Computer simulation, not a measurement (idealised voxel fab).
Process module, titled voxel trench capacitor
The figure presents cross-section cut, which has a width of 240 nm and is divided into square cells with an edge length of 5 nm.
Reading order for cross-sections: top band down to bottom band. Underlying form: a grid of square cells. Band size: one or more rows of cells. The entry gives the band's vertical extent as a top height and a bottom height in nm, then its horizontal make-up as materials from left to right, each with a width in nm. "air" stands for empty space; a single material marked "everywhere" fills the band edge to edge. Beneath 0, the wafer as received is one material, and that level is where height counting begins. The lowest band goes on downward without a bottom; it is written like "0 -> down". With a width like "30..40", each row of cells in the band differs from the next by the same amount, the top row carrying the first number and the bottom row the second. Reading "nothing was modified" for a step: not a cell of the cross-section changed in it. "Enclosed empty spaces" contains a list of empty spaces, each no smaller than 8 cells and without an open way to the top, written in the form width x height at distance with the distance from the left edge and all three in nm. Step line, after settings: the simulator's comment on this step. When a step includes a mask, the "overlay nm" setting on its line states how far to the right of its planned place that mask lay, and negative values state how far to the left.
These are the steps we planned for the process:
| 1 | RECEIVE | material Si |
| 2 | CONFORMAL_DEP | material SiN | thk nm 5 |
| 3 | PATTERN | tone open | mask id TRENCH | material resist | width nm 25 | pitch nm 40 | thk nm 15 | overlay nm 0 |
| 4 | DIRECTIONAL_ETCH | etch materials SiN | depth nm 5 |
| 5 | DIRECTIONAL_ETCH | etch materials Si | depth nm 40 |
| 6 | STRIP | etch materials resist |
| 7 | CONFORMAL_DEP | material Al2O3 | thk nm 5 |
| 8 | CONFORMAL_DEP | material TiN | thk nm 5 |
| 9 | FILL_DEP | material W | thk nm 5 |
| 10 | CMP | height nm 5 |
Wafer at receipt (post step 1), cross-section:
- 0 -> down  Si everywhere
- Enclosed empty spaces: none
First of two wafers at the end of the module, shown in cross-section; run carried out as planned:
- 5 -> 0  SiN=45 | Al2O3=5 | TiN=5 | W=5 | TiN=5 | Al2O3=5 | SiN=15 | Al2O3=5 | TiN=5 | W=5 | TiN=5 | Al2O3=5 | SiN=15 | Al2O3=5 | TiN=5 | W=5 | TiN=5 | Al2O3=5 | SiN=15 | Al2O3=5 | TiN=5 | W=5 | TiN=5 | Al2O3=5 | SiN=50
- 0 -> -30  Si=45 | Al2O3=5 | TiN=5 | W=5 | TiN=5 | Al2O3=5 | Si=15 | Al2O3=5 | TiN=5 | W=5 | TiN=5 | Al2O3=5 | Si=15 | Al2O3=5 | TiN=5 | W=5 | TiN=5 | Al2O3=5 | Si=15 | Al2O3=5 | TiN=5 | W=5 | TiN=5 | Al2O3=5 | Si=50
- -30 -> -35  Si=45 | Al2O3=5 | TiN=15 | Al2O3=5 | Si=15 | Al2O3=5 | TiN=15 | Al2O3=5 | Si=15 | Al2O3=5 | TiN=15 | Al2O3=5 | Si=15 | Al2O3=5 | TiN=15 | Al2O3=5 | Si=50
- -35 -> -40  Si=45 | Al2O3=25 | Si=15 | Al2O3=25 | Si=15 | Al2O3=25 | Si=15 | Al2O3=25 | Si=50
- -40 -> down  Si everywhere
- Enclosed empty spaces: none
What the second wafer looks like in cross-section once the module is done. Its start and its plan matched the first wafer's exactly; what differed was one mistake in how it was run:
- 5 -> 0  SiN=40 | Al2O3=5 | TiN=5 | W=5 | TiN=5 | Al2O3=5 | SiN=15 | Al2O3=5 | TiN=5 | W=5 | TiN=5 | Al2O3=5 | SiN=15 | Al2O3=5 | TiN=5 | W=5 | TiN=5 | Al2O3=5 | SiN=15 | Al2O3=5 | TiN=5 | W=5 | TiN=5 | Al2O3=5 | SiN=55
- 0 -> -30  Si=40 | Al2O3=5 | TiN=5 | W=5 | TiN=5 | Al2O3=5 | Si=15 | Al2O3=5 | TiN=5 | W=5 | TiN=5 | Al2O3=5 | Si=15 | Al2O3=5 | TiN=5 | W=5 | TiN=5 | Al2O3=5 | Si=15 | Al2O3=5 | TiN=5 | W=5 | TiN=5 | Al2O3=5 | Si=55
- -30 -> -35  Si=40 | Al2O3=5 | TiN=15 | Al2O3=5 | Si=15 | Al2O3=5 | TiN=15 | Al2O3=5 | Si=15 | Al2O3=5 | TiN=15 | Al2O3=5 | Si=15 | Al2O3=5 | TiN=15 | Al2O3=5 | Si=55
- -35 -> -40  Si=40 | Al2O3=25 | Si=15 | Al2O3=25 | Si=15 | Al2O3=25 | Si=15 | Al2O3=25 | Si=55
- -40 -> down  Si everywhere
- Enclosed empty spaces: none
Plan not followed: step 3 deviated from plan and actually ran as PATTERN | tone open | mask id TRENCH | material resist | width nm 25 | pitch nm 40 | thk nm 15 | overlay nm -5
The concluding comparison shows that, measured in cells, each material is equally abundant on both wafers, albeit at different positions.
